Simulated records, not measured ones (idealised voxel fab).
Process module, titled voxel trench capacitor
Each square cell in cross-section cut measures 5 nm, and the section as a whole is 280 nm wide.
A cross-section is written here as square cells arranged in a grid, and it is given in bands from the top down, each band taking up one or more rows of cells. The entry gives the band's vertical extent as a top height and a bottom height in nm, then its horizontal make-up as materials from left to right, each with a width in nm. "empty" stands for empty space; a single material marked "full width" fills the band edge to edge. Height is counted from the level 0, under which the received wafer is composed throughout of one material. The lowest of the bands is not closed at the bottom but continues downward, in the notation "0 down". The two numbers in a width such as "30 to 40" mark its ends across the band: the first belongs to the top row of cells, the second to the bottom row, and from each row to the next the width moves by the same amount. The designation "no change occurred", where it is given for a processing step, indicates that no cell of the cross-section was altered in the course of that step. "Listed closed voids" - sealed voids, min. 8 cells, no opening to top; format: width x height at distance (distance from left edge; nm throughout). Whatever follows a step's settings on its line is a remark the simulator itself makes about that step. A step's line can hold "overlay nm"; with a mask on that step, the setting says how far right of the planned place the mask lay, while a negative setting says it lay to the left.

This section lists the process steps that were planned:
step 1: RECEIVE,material Si
step 2: CONFORMAL_DEP,material SiN,thk nm 10
step 3: DIRECTIONAL_DEP,material aC,thk nm 10
step 4: PATTERN,tone open,mask id TRENCH,material resist,width nm 15,pitch nm 30,thk nm 25,overlay nm 0
step 5: DIRECTIONAL_ETCH,etch materials aC,depth nm 10
step 6: STRIP,etch materials resist
step 7: DIRECTIONAL_ETCH,etch materials SiN,depth nm 10
step 8: DIRECTIONAL_ETCH,etch materials Si,depth nm 30
step 9: STRIP,etch materials aC
step 10: CONFORMAL_DEP,material Al2O3,thk nm 5
step 11: FILL_DEP,material polySi,thk nm 5
step 12: CMP,height nm 10

As received, after step 1:
  0 down: Si full width
  Listed closed voids: none

As-planned run: cross-section of the first of two wafers at end of module:
  10 to 0: SiN 115  Al2O3 5  polySi 5  Al2O3 5  SiN 15  Al2O3 5  polySi 5  Al2O3 5  SiN 120
  0 to -25: Si 115  Al2O3 5  polySi 5  Al2O3 5  Si 15  Al2O3 5  polySi 5  Al2O3 5  Si 120
  -25 to -30: Si 115  Al2O3 15  Si 15  Al2O3 15  Si 120
  -30 down: Si full width
  Listed closed voids: none

End-of-module cross-section of the second wafer: identical starting point and process plan to the first, with one processing mistake:
  10 to 0: Al2O3 full width
  0 down: Si full width
  Listed closed voids: none
Finding, execution versus plan: step 2: run off-plan, actual operation and settings CONFORMAL_DEP,material Al2O3,thk nm 10
The closing comparison, in cells, has the second wafer with more or fewer of some materials than the first: +78 Al2O3; +36 Si; -100 SiN; -14 polySi
